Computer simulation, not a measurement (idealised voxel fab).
process module | voxel air gaps
cross-section cut | 280 nm wide | cells 5 nm
A cross-section is a grid of square cells, given in bands from the top down. A band is one or more rows of cells.
Each band's line starts with the height of the band's top and of its bottom, in nm. Then come its materials from left to right, each with its width in nm. One material with "throughout" fills the band from edge to edge. "air" is empty space.
Height 0 is the level under which the wafer as received is all one material. The lowest band goes on downwards, as in "0 down".
A width such as "30 to 40" changes by the same amount from each row of cells to the next, from the band's top row to its bottom row.
"no change" after a step means that no cell of the cross-section changed.
closed voids: empty space of 8 cells or more with no open way to the top, each as width x height at its distance from the left edge, in nm
after a step's settings: what the simulator itself notes on the step
overlay nm, on a step with a mask: how far to the right of its planned place the mask lay; to the left if negative
plan
1 op RECEIVE | material Si
2 op CONFORMAL_DEP | material SiO2 | thk nm 15
3 op CONFORMAL_DEP | material SiCN | thk nm 5
4 op DIRECTIONAL_DEP | material lowk | thk nm 30
5 op DIRECTIONAL_DEP | material aC | thk nm 15
6 op PATTERN | tone open | mask id LINES | material resist | width nm 20 | pitch nm 50 | thk nm 30 | overlay nm 0
7 op DIRECTIONAL_ETCH | etch materials aC | depth nm 15
8 op STRIP | etch materials resist
9 op DIRECTIONAL_ETCH | etch materials lowk | depth nm 30
10 op STRIP | etch materials aC
11 op CONFORMAL_DEP | material TiN | thk nm 5
12 op FILL_DEP | material Cu | thk nm 5
13 op CMP | height nm 50
14 op EPI | material Ru | thk nm 10
15 op SELECTIVE_ETCH | etch materials lowk | depth nm 40
16 op CONFORMAL_DEP | material SiCN | thk nm 5
as received, after step 1
  0 down: Si throughout
  closed voids: none
a wafer at the end: this start, this plan, one mistake
  65 to 60: air 50 | SiCN 200 | air 30
  60 to 50: air 50 | SiCN 5 | Ru 40 | SiCN 10 | Ru 40 | SiCN 10 | Ru 40 | SiCN 10 | Ru 40 | SiCN 5 | air 30
  50 to 45: air 50 | SiCN 15 | TiN 5 | Cu 10 | TiN 5 | SiCN 30 | TiN 5 | Cu 10 | TiN 5 | SiCN 30 | TiN 5 | Cu 10 | TiN 5 | SiCN 30 | TiN 5 | Cu 10 | TiN 5 | SiCN 15 | air 30
  45 to 25: air 60 | SiCN 5 | TiN 5 | Cu 10 | TiN 5 | SiCN 5 | air 20 | SiCN 5 | TiN 5 | Cu 10 | TiN 5 | SiCN 5 | air 20 | SiCN 5 | TiN 5 | Cu 10 | TiN 5 | SiCN 5 | air 20 | SiCN 5 | TiN 5 | Cu 10 | TiN 5 | SiCN 5 | air 40
  25 to 20: SiCN 65 | TiN 20 | SiCN 30 | TiN 20 | SiCN 30 | TiN 20 | SiCN 30 | TiN 20 | SiCN 45
  20 to 15: SiCN throughout
  15 to 0: SiO2 throughout
  0 down: Si throughout
  closed voids: 20 x 20 at 90; 20 x 20 at 140; 20 x 20 at 190
what went wrong: step 6 ran as: op PATTERN | tone open | mask id LINES | material resist | width nm 20 | pitch nm 50 | thk nm 30 | overlay nm 10
